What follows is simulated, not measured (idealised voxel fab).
Process module name: voxel gate over fins
We display cut, a cross-section 300 nm in width whose square cells are each 5 nm.
Notation: cross-section as square-cell grid; stated in bands, top first, going down; one or more cell rows per band.
A band entry consists of two parts. The first gives the height of the band's top and the height of its bottom, in nm. The rest lists the band's materials from left to right, each with its width in nm. A single material labelled with the word "edge to edge" fills the band from edge to edge, and the word "empty" marks empty space.
For the purposes of this specification, 0 denotes the height below which the wafer in its as-received condition is composed wholly of one material, and the lowermost band, lacking a lower limit, extends downward without end, as expressed in "0..down".
You'd read "30 to 40" like this: the band's top row of cells is as wide as the first number, its bottom row is as wide as the second, and going down, every row changes width by the same amount as the row before did.
Take "no alterations made" at face value: in the step it is given for, the cross-section changed in none of its cells.
The entry titled "Voids, fully enclosed" provides the empty spaces that have no open way to the top, restricted to those of 8 cells or more. Each is presented as width x height at distance, the distance being measured from the left edge, with all three in nm.
Where a step's line continues beyond its settings, the continuation is a remark by the simulator itself on that step.
Regarding "overlay nm": on a step with a mask, it is the distance the mask lay to the right of its planned place; a negative value places it to the left.
[Below is the list of planned process steps]
1,RECEIVE (material Si)
2,CONFORMAL_DEP (material SiN; thk nm 5)
3,MASKED_ETCH (tone cover; mask id FINS; width nm 15; pitch nm 55; etch materials SiN; depth nm 5; overlay nm 0)
4,MASKED_ETCH (tone cover; mask id FINS; width nm 15; pitch nm 55; etch materials Si; depth nm 40; overlay nm 0)
5,OXIDIZE (depth nm 5)
6,FILL_DEP (material SiO2; thk nm 10)
7,CMP (height nm 5)
8,DIRECTIONAL_DEP (material aC; thk nm 10)
9,PATTERN (tone open; mask id RAIL; material resist; width nm 15; thk nm 25; overlay nm 0)
10,DIRECTIONAL_ETCH (etch materials aC; depth nm 10)
11,STRIP (etch materials resist)
12,DIRECTIONAL_ETCH (etch materials SiO2; depth nm 40)
13,STRIP (etch materials aC)
14,CONFORMAL_DEP (material TiN; thk nm 5)
15,FILL_DEP (material W; thk nm 10)
16,CMP (height nm 5)
17,SELECTIVE_ETCH (etch materials W Ru TiN; depth nm 25)
18,FILL_DEP (material SiO2; thk nm 5)
19,CMP (height nm 5)
20,SELECTIVE_ETCH (etch materials SiO2; depth nm 15)
21,STRIP (etch materials SiN)
22,CONFORMAL_DEP (material HfO2; thk nm 5)
23,CONFORMAL_DEP (material TiN; thk nm 5)
24,CONFORMAL_DEP (material TiAl; thk nm 5)
25,CONFORMAL_DEP (material TiN; thk nm 5)
26,FILL_DEP (material W; thk nm 15)
27,CMP (height nm 30)
28,CONFORMAL_DEP (material SiN; thk nm 5)
[So, the first of our two wafers, run just as we planned it]
[Wafer cross-section on receipt, i.e. after step 1]
> 0..down = Si edge to edge
> Voids, fully enclosed: none
[Step 2 complete: cross-section through the wafer]
> 5..0 = SiN edge to edge
> Under 0: no change, same as before.
[Step 3 complete: cross-section through the wafer]
> 5..0 = empty 60 nm / SiN 15 nm / empty 40 nm / SiN 15 nm / empty 40 nm / SiN 15 nm / empty 40 nm / SiN 15 nm / empty 60 nm
> Under 0: no change, same as before.
[Step 4 complete: cross-section through the wafer]
> 5..0 = empty 60 nm / SiN 15 nm / empty 40 nm / SiN 15 nm / empty 40 nm / SiN 15 nm / empty 40 nm / SiN 15 nm / empty 60 nm
> 0..-40 = empty 60 nm / Si 15 nm / empty 40 nm / Si 15 nm / empty 40 nm / Si 15 nm / empty 40 nm / Si 15 nm / empty 60 nm
> Under -40: no change, same as before.
[Step 5 complete: cross-section through the wafer]
> 5..0 = empty 60 nm / SiN 15 nm / empty 40 nm / SiN 15 nm / empty 40 nm / SiN 15 nm / empty 40 nm / SiN 15 nm / empty 60 nm
> 0..-40 = empty 60 nm / SiO2 5 nm / Si 5 nm / SiO2 5 nm / empty 40 nm / SiO2 5 nm / Si 5 nm / SiO2 5 nm / empty 40 nm / SiO2 5 nm / Si 5 nm / SiO2 5 nm / empty 40 nm / SiO2 5 nm / Si 5 nm / SiO2 5 nm / empty 60 nm
> -40..-45 = SiO2 65 nm / Si 5 nm / SiO2 50 nm / Si 5 nm / SiO2 50 nm / Si 5 nm / SiO2 50 nm / Si 5 nm / SiO2 65 nm
> Under -45: no change, same as before.
[Step 6 complete: cross-section through the wafer]
> 15..5 = SiO2 edge to edge
> 5..0 = SiO2 60 nm / SiN 15 nm / SiO2 40 nm / SiN 15 nm / SiO2 40 nm / SiN 15 nm / SiO2 40 nm / SiN 15 nm / SiO2 60 nm
> 0..-45 = SiO2 65 nm / Si 5 nm / SiO2 50 nm / Si 5 nm / SiO2 50 nm / Si 5 nm / SiO2 50 nm / Si 5 nm / SiO2 65 nm
> Under -45: no change, same as before.
[Step 7 complete: cross-section through the wafer]
> 5..0 = SiO2 60 nm / SiN 15 nm / SiO2 40 nm / SiN 15 nm / SiO2 40 nm / SiN 15 nm / SiO2 40 nm / SiN 15 nm / SiO2 60 nm
> Under 0: no change, same as before.
[Step 8 complete: cross-section through the wafer]
> 15..5 = aC edge to edge
> Under 5: no change, same as before.
[Step 9 complete: cross-section through the wafer]
> 40..15 = resist 85 nm / empty 15 nm / resist 200 nm
> Under 15: no change, same as before.
[Step 10 complete: cross-section through the wafer]
> 30..15 = resist 85 nm / empty 15 nm / resist 200 nm
> 15..5 = aC 85 nm / empty 15 nm / aC 200 nm
> Under 5: no change, same as before.
[Step 11 complete: cross-section through the wafer]
> 15..5 = aC 85 nm / empty 15 nm / aC 200 nm
> Under 5: no change, same as before.
[Step 12 complete: cross-section through the wafer]
> 15..5 = aC 85 nm / empty 15 nm / aC 200 nm
> 5..0 = SiO2 60 nm / SiN 15 nm / SiO2 10 nm / empty 15 nm / SiO2 15 nm / SiN 15 nm / SiO2 40 nm / SiN 15 nm / SiO2 40 nm / SiN 15 nm / SiO2 60 nm
> 0..-35 = SiO2 65 nm / Si 5 nm / SiO2 15 nm / empty 15 nm / SiO2 20 nm / Si 5 nm / SiO2 50 nm / Si 5 nm / SiO2 50 nm / Si 5 nm / SiO2 65 nm
> Under -35: no change, same as before.
[Step 13 complete: cross-section through the wafer]
> 5..0 = SiO2 60 nm / SiN 15 nm / SiO2 10 nm / empty 15 nm / SiO2 15 nm / SiN 15 nm / SiO2 40 nm / SiN 15 nm / SiO2 40 nm / SiN 15 nm / SiO2 60 nm
> Under 0: no change, same as before.
[Step 14 complete: cross-section through the wafer]
> 10..5 = TiN 90 nm / empty 5 nm / TiN 205 nm
> 5..0 = SiO2 60 nm / SiN 15 nm / SiO2 10 nm / TiN 5 nm / empty 5 nm / TiN 5 nm / SiO2 15 nm / SiN 15 nm / SiO2 40 nm / SiN 15 nm / SiO2 40 nm / SiN 15 nm / SiO2 60 nm
> 0..-30 = SiO2 65 nm / Si 5 nm / SiO2 15 nm / TiN 5 nm / empty 5 nm / TiN 5 nm / SiO2 20 nm / Si 5 nm / SiO2 50 nm / Si 5 nm / SiO2 50 nm / Si 5 nm / SiO2 65 nm
> -30..-35 = SiO2 65 nm / Si 5 nm / SiO2 15 nm / TiN 15 nm / SiO2 20 nm / Si 5 nm / SiO2 50 nm / Si 5 nm / SiO2 50 nm / Si 5 nm / SiO2 65 nm
> Under -35: no change, same as before.
[Step 15 complete: cross-section through the wafer]
> 20..10 = W edge to edge
> 10..5 = TiN 90 nm / W 5 nm / TiN 205 nm
> 5..0 = SiO2 60 nm / SiN 15 nm / SiO2 10 nm / TiN 5 nm / W 5 nm / TiN 5 nm / SiO2 15 nm / SiN 15 nm / SiO2 40 nm / SiN 15 nm / SiO2 40 nm / SiN 15 nm / SiO2 60 nm
> 0..-30 = SiO2 65 nm / Si 5 nm / SiO2 15 nm / TiN 5 nm / W 5 nm / TiN 5 nm / SiO2 20 nm / Si 5 nm / SiO2 50 nm / Si 5 nm / SiO2 50 nm / Si 5 nm / SiO2 65 nm
> Under -30: no change, same as before.
[Step 16 complete: cross-section through the wafer]
> 5..0 = SiO2 60 nm / SiN 15 nm / SiO2 10 nm / TiN 5 nm / W 5 nm / TiN 5 nm / SiO2 15 nm / SiN 15 nm / SiO2 40 nm / SiN 15 nm / SiO2 40 nm / SiN 15 nm / SiO2 60 nm
> Under 0: no change, same as before.
[Step 17 complete: cross-section through the wafer]
> 5..0 = SiO2 60 nm / SiN 15 nm / SiO2 10 nm / empty 15 nm / SiO2 15 nm / SiN 15 nm / SiO2 40 nm / SiN 15 nm / SiO2 40 nm / SiN 15 nm / SiO2 60 nm
> 0..-20 = SiO2 65 nm / Si 5 nm / SiO2 15 nm / empty 15 nm / SiO2 20 nm / Si 5 nm / SiO2 50 nm / Si 5 nm / SiO2 50 nm / Si 5 nm / SiO2 65 nm
> Under -20: no change, same as before.
[Step 18 complete: cross-section through the wafer]
> 10..5 = SiO2 edge to edge
> 5..0 = SiO2 60 nm / SiN 15 nm / SiO2 40 nm / SiN 15 nm / SiO2 40 nm / SiN 15 nm / SiO2 40 nm / SiN 15 nm / SiO2 60 nm
> 0..-20 = SiO2 65 nm / Si 5 nm / SiO2 50 nm / Si 5 nm / SiO2 50 nm / Si 5 nm / SiO2 50 nm / Si 5 nm / SiO2 65 nm
> Under -20: no change, same as before.
[Step 19 complete: cross-section through the wafer]
> 5..0 = SiO2 60 nm / SiN 15 nm / SiO2 40 nm / SiN 15 nm / SiO2 40 nm / SiN 15 nm / SiO2 40 nm / SiN 15 nm / SiO2 60 nm
> Under 0: no change, same as before.
[Step 20 complete: cross-section through the wafer]
> 5..0 = empty 60 nm / SiN 15 nm / empty 40 nm / SiN 15 nm / empty 40 nm / SiN 15 nm / empty 40 nm / SiN 15 nm / empty 60 nm
> 0..-10 = empty 65 nm / Si 5 nm / empty 50 nm / Si 5 nm / empty 50 nm / Si 5 nm / empty 50 nm / Si 5 nm / empty 65 nm
> Under -10: no change, same as before.
[Step 21 complete: cross-section through the wafer]
> 0..-10 = empty 65 nm / Si 5 nm / empty 50 nm / Si 5 nm / empty 50 nm / Si 5 nm / empty 50 nm / Si 5 nm / empty 65 nm
> Under -10: no change, same as before.
[Step 22 complete: cross-section through the wafer]
> 5..0 = empty 60 nm / HfO2 15 nm / empty 40 nm / HfO2 15 nm / empty 40 nm / HfO2 15 nm / empty 40 nm / HfO2 15 nm / empty 60 nm
> 0..-5 = empty 60 nm / HfO2 5 nm / Si 5 nm / HfO2 5 nm / empty 40 nm / HfO2 5 nm / Si 5 nm / HfO2 5 nm / empty 40 nm / HfO2 5 nm / Si 5 nm / HfO2 5 nm / empty 40 nm / HfO2 5 nm / Si 5 nm / HfO2 5 nm / empty 60 nm
> -5..-10 = HfO2 65 nm / Si 5 nm / HfO2 50 nm / Si 5 nm / HfO2 50 nm / Si 5 nm / HfO2 50 nm / Si 5 nm / HfO2 65 nm
> Under -10: no change, same as before.
[Step 23 complete: cross-section through the wafer]
> 10..5 = empty 55 nm / TiN 25 nm / empty 30 nm / TiN 25 nm / empty 30 nm / TiN 25 nm / empty 30 nm / TiN 25 nm / empty 55 nm
> 5..0 = empty 55 nm / TiN 5 nm / HfO2 15 nm / TiN 5 nm / empty 30 nm / TiN 5 nm / HfO2 15 nm / TiN 5 nm / empty 30 nm / TiN 5 nm / HfO2 15 nm / TiN 5 nm / empty 30 nm / TiN 5 nm / HfO2 15 nm / TiN 5 nm / empty 55 nm
> 0..-5 = TiN 60 nm / HfO2 5 nm / Si 5 nm / HfO2 5 nm / TiN 40 nm / HfO2 5 nm / Si 5 nm / HfO2 5 nm / TiN 40 nm / HfO2 5 nm / Si 5 nm / HfO2 5 nm / TiN 40 nm / HfO2 5 nm / Si 5 nm / HfO2 5 nm / TiN 60 nm
> Under -5: no change, same as before.
[Step 24 complete: cross-section through the wafer]
> 15..10 = empty 50 nm / TiAl 35 nm / empty 20 nm / TiAl 35 nm / empty 20 nm / TiAl 35 nm / empty 20 nm / TiAl 35 nm / empty 50 nm
> 10..5 = empty 50 nm / TiAl 5 nm / TiN 25 nm / TiAl 5 nm / empty 20 nm / TiAl 5 nm / TiN 25 nm / TiAl 5 nm / empty 20 nm / TiAl 5 nm / TiN 25 nm / TiAl 5 nm / empty 20 nm / TiAl 5 nm / TiN 25 nm / TiAl 5 nm / empty 50 nm
> 5..0 = TiAl 55 nm / TiN 5 nm / HfO2 15 nm / TiN 5 nm / TiAl 30 nm / TiN 5 nm / HfO2 15 nm / TiN 5 nm / TiAl 30 nm / TiN 5 nm / HfO2 15 nm / TiN 5 nm / TiAl 30 nm / TiN 5 nm / HfO2 15 nm / TiN 5 nm / TiAl 55 nm
> Under 0: no change, same as before.
[Step 25 complete: cross-section through the wafer]
> 20..15 = empty 45 nm / TiN 45 nm / empty 10 nm / TiN 45 nm / empty 10 nm / TiN 45 nm / empty 10 nm / TiN 45 nm / empty 45 nm
> 15..10 = empty 45 nm / TiN 5 nm / TiAl 35 nm / TiN 5 nm / empty 10 nm / TiN 5 nm / TiAl 35 nm / TiN 5 nm / empty 10 nm / TiN 5 nm / TiAl 35 nm / TiN 5 nm / empty 10 nm / TiN 5 nm / TiAl 35 nm / TiN 5 nm / empty 45 nm
> 10..5 = TiN 50 nm / TiAl 5 nm / TiN 25 nm / TiAl 5 nm / TiN 20 nm / TiAl 5 nm / TiN 25 nm / TiAl 5 nm / TiN 20 nm / TiAl 5 nm / TiN 25 nm / TiAl 5 nm / TiN 20 nm / TiAl 5 nm / TiN 25 nm / TiAl 5 nm / TiN 50 nm
> Under 5: no change, same as before.
[Step 26 complete: cross-section through the wafer]
> 35..20 = W edge to edge
> 20..15 = W 45 nm / TiN 45 nm / W 10 nm / TiN 45 nm / W 10 nm / TiN 45 nm / W 10 nm / TiN 45 nm / W 45 nm
> 15..10 = W 45 nm / TiN 5 nm / TiAl 35 nm / TiN 5 nm / W 10 nm / TiN 5 nm / TiAl 35 nm / TiN 5 nm / W 10 nm / TiN 5 nm / TiAl 35 nm / TiN 5 nm / W 10 nm / TiN 5 nm / TiAl 35 nm / TiN 5 nm / W 45 nm
> Under 10: no change, same as before.
[Step 27 complete: cross-section through the wafer]
> 30..20 = W edge to edge
> Under 20: no change, same as before.
[Step 28 complete: cross-section through the wafer]
> 35..30 = SiN edge to edge
> Under 30: no change, same as before.
[Wafer two. Same start, same plan, one slip in execution. Same as wafer one through step 22, inclusive]
[Cross-section of the second wafer at the time step 23 of the plan should have ended]
> 20..10 = empty 45 nm / TiN 45 nm / empty 10 nm / TiN 45 nm / empty 10 nm / TiN 45 nm / empty 10 nm / TiN 45 nm / empty 45 nm
> 10..5 = TiN edge to edge
> 5..0 = TiN 60 nm / HfO2 15 nm / TiN 40 nm / HfO2 15 nm / TiN 40 nm / HfO2 15 nm / TiN 40 nm / HfO2 15 nm / TiN 60 nm
> 0..-5 = TiN 60 nm / HfO2 5 nm / Si 5 nm / HfO2 5 nm / TiN 40 nm / HfO2 5 nm / Si 5 nm / HfO2 5 nm / TiN 40 nm / HfO2 5 nm / Si 5 nm / HfO2 5 nm / TiN 40 nm / HfO2 5 nm / Si 5 nm / HfO2 5 nm / TiN 60 nm
> Under -5: no change, same as before.
[Cross-section of the second wafer at the time step 24 of the plan should have ended]
> 25..20 = empty 40 nm / TiAl 220 nm / empty 40 nm
> 20..15 = empty 40 nm / TiAl 5 nm / TiN 45 nm / TiAl 10 nm / TiN 45 nm / TiAl 10 nm / TiN 45 nm / TiAl 10 nm / TiN 45 nm / TiAl 5 nm / empty 40 nm
> 15..10 = TiAl 45 nm / TiN 45 nm / TiAl 10 nm / TiN 45 nm / TiAl 10 nm / TiN 45 nm / TiAl 10 nm / TiN 45 nm / TiAl 45 nm
> Under 10: no change, same as before.
[Cross-section of the second wafer at the time step 25 of the plan should have ended]
> 30..25 = empty 35 nm / TiN 230 nm / empty 35 nm
> 25..20 = empty 35 nm / TiN 5 nm / TiAl 220 nm / TiN 5 nm / empty 35 nm
> 20..15 = TiN 40 nm / TiAl 5 nm / TiN 45 nm / TiAl 10 nm / TiN 45 nm / TiAl 10 nm / TiN 45 nm / TiAl 10 nm / TiN 45 nm / TiAl 5 nm / TiN 40 nm
> Under 15: no change, same as before.
[Cross-section of the second wafer at the time step 26 of the plan should have ended]
> 45..30 = W edge to edge
> 30..25 = W 35 nm / TiN 230 nm / W 35 nm
> 25..20 = W 35 nm / TiN 5 nm / TiAl 220 nm / TiN 5 nm / W 35 nm
> Under 20: no change, same as before.
[Cross-section of the second wafer at the time step 27 of the plan should have ended]
> 30..25 = W 35 nm / TiN 230 nm / W 35 nm
> Under 25: no change, same as before.
[Cross-section of the second wafer at the time step 28 of the plan should have ended]
> 35..30 = SiN edge to edge
> Under 30: no change, same as before.
In executing the process, a mistake was made relative to the plan: contrary to plan, step 23 was performed as CONFORMAL_DEP (material TiN; thk nm 15)
Final tally in cells, some materials are higher or lower on the second wafer than on the first: TiN: 140 more | W: 140 fewer
